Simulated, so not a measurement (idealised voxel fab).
process module | voxel wiring stack
cross-section cut | 240 nm wide | cells 5 nm
A cross-section is a grid of square cells, given in bands from the top down. A band is one or more rows of cells.
Each band's line starts with the height of the band's top and of its bottom, in nm. Then come its materials from left to right, each with its width in nm. One material with "throughout" fills the band from edge to edge. "air" is empty space.
Height 0 is the level under which the wafer as received is all one material. The lowest band goes on downwards, as in "0 down".
A width such as "30 to 40" changes by the same amount from each row of cells to the next, from the band's top row to its bottom row.
"no change" after a step means that no cell of the cross-section changed.
closed voids: empty space of 8 cells or more with no open way to the top, each as width x height at its distance from the left edge, in nm
after a step's settings: what the simulator itself notes on the step
overlay nm, on a step with a mask: how far to the right of its planned place the mask lay; to the left if negative
plan
1 op RECEIVE | material Si
2 op CONFORMAL_DEP | material SiO2 | thk nm 10
3 op DIRECTIONAL_DEP | material TiN | thk nm 5
4 op DIRECTIONAL_DEP | material Ru | thk nm 20
5 op MASKED_ETCH | tone cover | mask id METAL_1 | width nm 20 | pitch nm 40 | etch materials Ru | depth nm 20 | overlay nm 0
6 op MASKED_ETCH | tone cover | mask id METAL_1 | width nm 20 | pitch nm 40 | etch materials TiN | depth nm 5 | overlay nm 0
7 op FILL_DEP | material SiO2 | thk nm 5
8 op CMP | height nm 35
9 op CONFORMAL_DEP | material SiCN | thk nm 5
10 op DIRECTIONAL_DEP | material lowk | thk nm 10
11 op MASKED_ETCH | tone open | mask id PLUG_1 | width nm 15 | pitch nm 80 | etch materials lowk | depth nm 10 | overlay nm 0
12 op MASKED_ETCH | tone open | mask id PLUG_1 | width nm 15 | pitch nm 80 | etch materials SiCN | depth nm 5 | overlay nm 0
13 op CONFORMAL_DEP | material TiN | thk nm 5
14 op FILL_DEP | material Ru | thk nm 10
15 op CMP | height nm 50
16 op DIRECTIONAL_DEP | material TiN | thk nm 5
17 op DIRECTIONAL_DEP | material Ru | thk nm 20
18 op PATTERN | tone cover | mask id METAL_2 | material resist | width nm 20 | pitch nm 40 | thk nm 20 | overlay nm 0
19 op DIRECTIONAL_ETCH | etch materials Ru | depth nm 20
20 op DIRECTIONAL_ETCH | etch materials TiN | depth nm 5
21 op STRIP | etch materials resist
22 op CONFORMAL_DEP | material SiCN | thk nm 5
23 op FILL_DEP | material lowk | thk nm 5
24 op CMP | height nm 75
25 op CONFORMAL_DEP | material SiCN | thk nm 5
as received, after step 1
  0 down: Si throughout
  closed voids: none
first wafer at the end, as planned
  80 to 75: SiCN throughout
  75 to 55: lowk 65 | SiCN 5 | Ru 20 | SiCN 5 | lowk 10 | SiCN 5 | Ru 20 | SiCN 5 | lowk 10 | SiCN 5 | Ru 20 | SiCN 5 | lowk 65
  55 to 50: SiCN 70 | TiN 20 | SiCN 20 | TiN 20 | SiCN 20 | TiN 20 | SiCN 70
  50 to 40: lowk 70 | TiN 5 | Ru 5 | TiN 5 | lowk 65 | TiN 5 | Ru 5 | TiN 5 | lowk 75
  40 to 35: SiCN 70 | TiN 15 | SiCN 65 | TiN 15 | SiCN 75
  35 to 15: SiO2 70 | Ru 20 | SiO2 20 | Ru 20 | SiO2 20 | Ru 20 | SiO2 70
  15 to 10: SiO2 70 | TiN 20 | SiO2 20 | TiN 20 | SiO2 20 | TiN 20 | SiO2 70
  10 to 0: SiO2 throughout
  0 down: Si throughout
  closed voids: none
second wafer at the end: like start, like plan, one mistake
  80 to 75: SiCN throughout
  75 to 55: lowk 65 | SiCN 5 | Ru 20 | SiCN 5 | lowk 10 | SiCN 5 | Ru 20 | SiCN 5 | lowk 10 | SiCN 5 | Ru 20 | SiCN 5 | lowk 65
  55 to 50: SiCN 70 | TiN 20 | SiCN 20 | TiN 20 | SiCN 20 | TiN 20 | SiCN 70
  50 to 45: lowk 75 | TiN 5 | Ru 5 | TiN 5 | lowk 65 | TiN 5 | Ru 5 | TiN 5 | lowk 70
  45 to 40: lowk 75 | TiN 15 | lowk 65 | TiN 15 | lowk 70
  40 to 35: SiCN 75 | TiN 10 | SiCN 70 | TiN 10 | SiCN 75
  35 to 15: SiO2 70 | Ru 20 | SiO2 20 | Ru 20 | SiO2 20 | Ru 20 | SiO2 70
  15 to 10: SiO2 70 | TiN 20 | SiO2 20 | TiN 20 | SiO2 20 | TiN 20 | SiO2 70
  10 to 0: SiO2 throughout
  0 down: Si throughout
  closed voids: none
what went wrong: step 11 ran as: op MASKED_ETCH | tone open | mask id PLUG_1 | width nm 15 | pitch nm 80 | etch materials lowk | depth nm 10 | overlay nm 5
at the end the second wafer has, in cells: 2 fewer of Ru | 2 more of SiCN
